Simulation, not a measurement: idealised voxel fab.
process module | voxel quadruple lines
cross-section cut | 255 nm wide | cells 5 nm
A cross-section is a grid of square cells, given in bands from the top down. A band is one or more rows of cells.
Each band's line starts with the height of the band's top and of its bottom, in nm. Then come its materials from left to right, each with its width in nm. One material with "throughout" fills the band from edge to edge. "air" is empty space.
Height 0 is the level under which the wafer as received is all one material. The lowest band goes on downwards, as in "0 down".
A width such as "30 to 40" changes by the same amount from each row of cells to the next, from the band's top row to its bottom row.
"no change" after a step means that no cell of the cross-section changed.
closed voids: empty space of 8 cells or more with no open way to the top, each as width x height at its distance from the left edge, in nm
after a step's settings: what the simulator itself notes on the step
overlay nm, on a step with a mask: how far to the right of its planned place the mask lay; to the left if negative
plan
1 op RECEIVE | material Si
2 op CONFORMAL_DEP | material SiO2 | thk nm 10
3 op DIRECTIONAL_DEP | material Ru | thk nm 10
4 op DIRECTIONAL_DEP | material polySi | thk nm 20
5 op DIRECTIONAL_DEP | material aC | thk nm 20
6 op PATTERN | tone cover | mask id MANDREL | material resist | width nm 35 | thk nm 30 | overlay nm 0
7 op DIRECTIONAL_ETCH | etch materials aC | depth nm 20
8 op STRIP | etch materials resist
9 op CONFORMAL_DEP | material SiO2 | thk nm 15
10 op DIRECTIONAL_ETCH | etch materials SiO2 | depth nm 15
11 op STRIP | etch materials aC
12 op DIRECTIONAL_ETCH | etch materials polySi | depth nm 20
13 op STRIP | etch materials SiO2
14 op CONFORMAL_DEP | material SiCN | thk nm 10
15 op DIRECTIONAL_ETCH | etch materials SiCN | depth nm 10
16 op STRIP | etch materials polySi
17 op DIRECTIONAL_ETCH | etch materials Ru | depth nm 10
18 op STRIP | etch materials SiCN
19 op FILL_DEP | material lowk | thk nm 5
20 op CMP | height nm 20
as received, after step 1
  0 down: Si throughout
  closed voids: none
first wafer at the end, as planned
  20 to 10: lowk 85 | Ru 10 | lowk 15 | Ru 10 | lowk 15 | Ru 10 | lowk 15 | Ru 10 | lowk 85
  10 to 0: SiO2 throughout
  0 down: Si throughout
  closed voids: none
second wafer at the end: like start, like plan, one mistake
  20 to 10: lowk 85 | Ru 10 | lowk 15 | Ru 10 | lowk 15 | Ru 10 | lowk 15 | Ru 10 | lowk 85
  10 to 0: Ru throughout
  0 down: Si throughout
  closed voids: none
what went wrong: step 2 ran as: op CONFORMAL_DEP | material Ru | thk nm 10
at the end the second wafer has, in cells: 102 more of Ru | 102 fewer of SiO2
